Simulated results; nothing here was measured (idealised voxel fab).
voxel capacitor over wiring: a process module
cross-section cut | 280 nm wide | cells 5 nm
Notation: cross-section as square-cell grid; stated in bands, top first, going down; one or more cell rows per band.
Per band: top height and bottom height in nm, followed by the left-to-right materials and their widths in nm; "everywhere" marks a single material spanning edge to edge, "empty" marks empty space.
Note: height 0 marks the level under which the wafer is uniformly one material as received. Lowest band unbounded below, written "0..down".
Width spec "30 to 40" -> top row of cells at first value, bottom row at second value, equal per-row change in between.
Where the words "remained unchanged" appear for a step, the cross-section shows no cell changed by that step; every cell remained as before.
Voids not open to the top, 8 cells minimum: see "Sealed void list". Written width x height at distance; distance is from the left edge; nm.
The remark found on a step's line after its settings is issued by the simulator itself and pertains to that step.
A step's line can hold "overlay nm"; with a mask on that step, the setting says how far right of the planned place the mask lay, while a negative setting says it lay to the left.

[So here's the lineup of process steps we planned]
1: RECEIVE, material Si
2: CONFORMAL_DEP, material SiO2, thk nm 10
3: DIRECTIONAL_DEP, material TiN, thk nm 5
4: DIRECTIONAL_DEP, material W, thk nm 20
5: MASKED_ETCH, tone cover, mask id METAL_1, width nm 25, pitch nm 85, etch materials W, depth nm 20, overlay nm 0
6: MASKED_ETCH, tone cover, mask id METAL_1, width nm 25, pitch nm 85, etch materials TiN, depth nm 5, overlay nm 0
7: CONFORMAL_DEP, material SiN, thk nm 5
8: FILL_DEP, material lowk, thk nm 5
9: CMP, height nm 35
10: CONFORMAL_DEP, material SiCN, thk nm 5
11: DIRECTIONAL_DEP, material SiO2, thk nm 15
12: PATTERN, tone open, mask id PLUG_1, material resist, width nm 15, thk nm 15, overlay nm 0
13: DIRECTIONAL_ETCH, etch materials SiO2, depth nm 15
14: DIRECTIONAL_ETCH, etch materials SiCN, depth nm 5
15: STRIP, etch materials resist
16: EPI, material Ru, thk nm 10
17: EPI, material Ru, thk nm 10
18: DIRECTIONAL_DEP, material TiN, thk nm 10
19: DIRECTIONAL_DEP, material HfO2, thk nm 5
20: DIRECTIONAL_DEP, material TiN, thk nm 5
21: DIRECTIONAL_DEP, material aC, thk nm 15
22: PATTERN, tone cover, mask id UPPER_PLATE, material resist, width nm 65, thk nm 30, overlay nm 0
23: DIRECTIONAL_ETCH, etch materials aC, depth nm 15
24: STRIP, etch materials resist
25: DIRECTIONAL_ETCH, etch materials TiN, depth nm 5
26: DIRECTIONAL_ETCH, etch materials HfO2, depth nm 5
27: STRIP, etch materials aC
28: DIRECTIONAL_DEP, material aC, thk nm 15
29: PATTERN, tone cover, mask id LOWER_PLATE, material resist, width nm 75, thk nm 35, overlay nm 0
30: DIRECTIONAL_ETCH, etch materials aC, depth nm 15
31: STRIP, etch materials resist
32: DIRECTIONAL_ETCH, etch materials TiN, depth nm 10
33: STRIP, etch materials aC
34: FILL_DEP, material SiO2, thk nm 15
35: CMP, height nm 85
36: DIRECTIONAL_DEP, material aC, thk nm 15
37: PATTERN, tone open, mask id PLUG_2, material resist, width nm 15, thk nm 35, overlay nm 0
38: DIRECTIONAL_ETCH, etch materials aC, depth nm 15
39: STRIP, etch materials resist
40: DIRECTIONAL_ETCH, etch materials SiO2, depth nm 10
41: STRIP, etch materials aC
42: CONFORMAL_DEP, material TiN, thk nm 5
43: FILL_DEP, material Cu, thk nm 5
44: CMP, height nm 85
45: CONFORMAL_DEP, material SiCN, thk nm 5
The thk nm used in step 45 is not the same on every wafer, whereas the starting condition is; the value printed in the plan is the first wafer's.

[So this is the first of several wafers, cross-sectioned as it came to us, meaning it's at the end of step 1]
    0..down | Si everywhere
    Sealed void list: none

[Post step 45, the closing step of the module: first of several wafers, cross-sectioned]
    90..85 | SiCN everywhere
    85..80 | SiO2 (105) / TiN (5) / Cu (5) / TiN (5) / SiO2 (160)
    80..70 | SiO2 (105 to 95) / TiN (15 to 65) / SiO2 (160 to 120)
    70..65 | SiO2 (95) / HfO2 (65) / SiO2 (120)
    65..55 | SiO2 (90) / TiN (75) / SiO2 (115)
    55..40 | SiO2 (95) / Ru (15) / SiO2 (170)
    40..35 | SiCN (95) / Ru (15) / SiCN (170)
    35..15 | lowk (80) / SiN (5) / W (25) / SiN (5) / lowk (50) / SiN (5) / W (25) / SiN (5) / lowk (80)
    15..10 | SiN (85) / TiN (25) / SiN (60) / TiN (25) / SiN (85)
    10..0 | SiO2 everywhere
    0..down | Si everywhere
    Sealed void list: none

[End of module, last wafer sectioned]
    105..85 | SiCN everywhere
    85..80 | SiO2 (105) / TiN (5) / Cu (5) / TiN (5) / SiO2 (160)
    80..70 | SiO2 (105 to 95) / TiN (15 to 65) / SiO2 (160 to 120)
    70..65 | SiO2 (95) / HfO2 (65) / SiO2 (120)
    65..55 | SiO2 (90) / TiN (75) / SiO2 (115)
    55..40 | SiO2 (95) / Ru (15) / SiO2 (170)
    40..35 | SiCN (95) / Ru (15) / SiCN (170)
    35..15 | lowk (80) / SiN (5) / W (25) / SiN (5) / lowk (50) / SiN (5) / W (25) / SiN (5) / lowk (80)
    15..10 | SiN (85) / TiN (25) / SiN (60) / TiN (25) / SiN (85)
    10..0 | SiO2 everywhere
    0..down | Si everywhere
    Sealed void list: none

[Each row below is a wafer at the end of the module, listing for every material the number of cells it has gained (+) or lost (-) since it was received, followed by its closed voids]
thk nm 5 | +1 Cu | +13 HfO2 | +12 Ru | +109 SiCN | +62 SiN | +545 SiO2 | +58 TiN | +40 W | +168 lowk | Sealed void list: none
thk nm 10 | +1 Cu | +13 HfO2 | +12 Ru | +165 SiCN | +62 SiN | +545 SiO2 | +58 TiN | +40 W | +168 lowk | Sealed void list: none
thk nm 15 | +1 Cu | +13 HfO2 | +12 Ru | +221 SiCN | +62 SiN | +545 SiO2 | +58 TiN | +40 W | +168 lowk | Sealed void list: none
thk nm 20 | +1 Cu | +13 HfO2 | +12 Ru | +277 SiCN | +62 SiN | +545 SiO2 | +58 TiN | +40 W | +168 lowk | Sealed void list: none
